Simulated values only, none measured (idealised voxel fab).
process module | voxel spacer lines
cross-section cut | 185 nm wide | cells 5 nm
A cross-section is a grid of square cells, given in bands from the top down. A band is one or more rows of cells.
Each band's line starts with the height of the band's top and of its bottom, in nm. Then come its materials from left to right, each with its width in nm. One material with "throughout" fills the band from edge to edge. "air" is empty space.
Height 0 is the level under which the wafer as received is all one material. The lowest band goes on downwards, as in "0 down".
A width such as "30 to 40" changes by the same amount from each row of cells to the next, from the band's top row to its bottom row.
"no change" after a step means that no cell of the cross-section changed.
closed voids: empty space of 8 cells or more with no open way to the top, each as width x height at its distance from the left edge, in nm
after a step's settings: what the simulator itself notes on the step
overlay nm, on a step with a mask: how far to the right of its planned place the mask lay; to the left if negative
plan
1 op RECEIVE | material Si
2 op CONFORMAL_DEP | material Al2O3 | thk nm 5
3 op DIRECTIONAL_DEP | material SiN | thk nm 10
4 op DIRECTIONAL_DEP | material aC | thk nm 25
5 op PATTERN | tone cover | mask id MANDREL | material resist | width nm 25 | pitch nm 70 | thk nm 30 | overlay nm 0
6 op DIRECTIONAL_ETCH | etch materials aC | depth nm 25
7 op STRIP | etch materials resist
8 op CONFORMAL_DEP | material SiO2 | thk nm 10
9 op DIRECTIONAL_ETCH | etch materials SiO2 | depth nm 10
10 op STRIP | etch materials aC
11 op DIRECTIONAL_ETCH | etch materials SiN | depth nm 10
12 op STRIP | etch materials SiO2
13 op FILL_DEP | material lowk | thk nm 5
14 op CMP | height nm 15
as received, after step 1
  0 down: Si throughout
  closed voids: none
first wafer at the end, as planned
  15 to 5: lowk 35 | SiN 10 | lowk 25 | SiN 10 | lowk 25 | SiN 10 | lowk 25 | SiN 10 | lowk 35
  5 to 0: Al2O3 throughout
  0 down: Si throughout
  closed voids: none
second wafer at the end: like start, like plan, one mistake
  15 to 10: lowk throughout
  10 to 5: lowk 35 | SiN 10 | lowk 25 | SiN 10 | lowk 25 | SiN 10 | lowk 25 | SiN 10 | lowk 35
  5 to 0: Al2O3 throughout
  0 down: Si throughout
  closed voids: none
what went wrong: step 3 ran as: op DIRECTIONAL_DEP | material SiN | thk nm 5
at the end the second wafer has, in cells: 8 fewer of SiN | 8 more of lowk
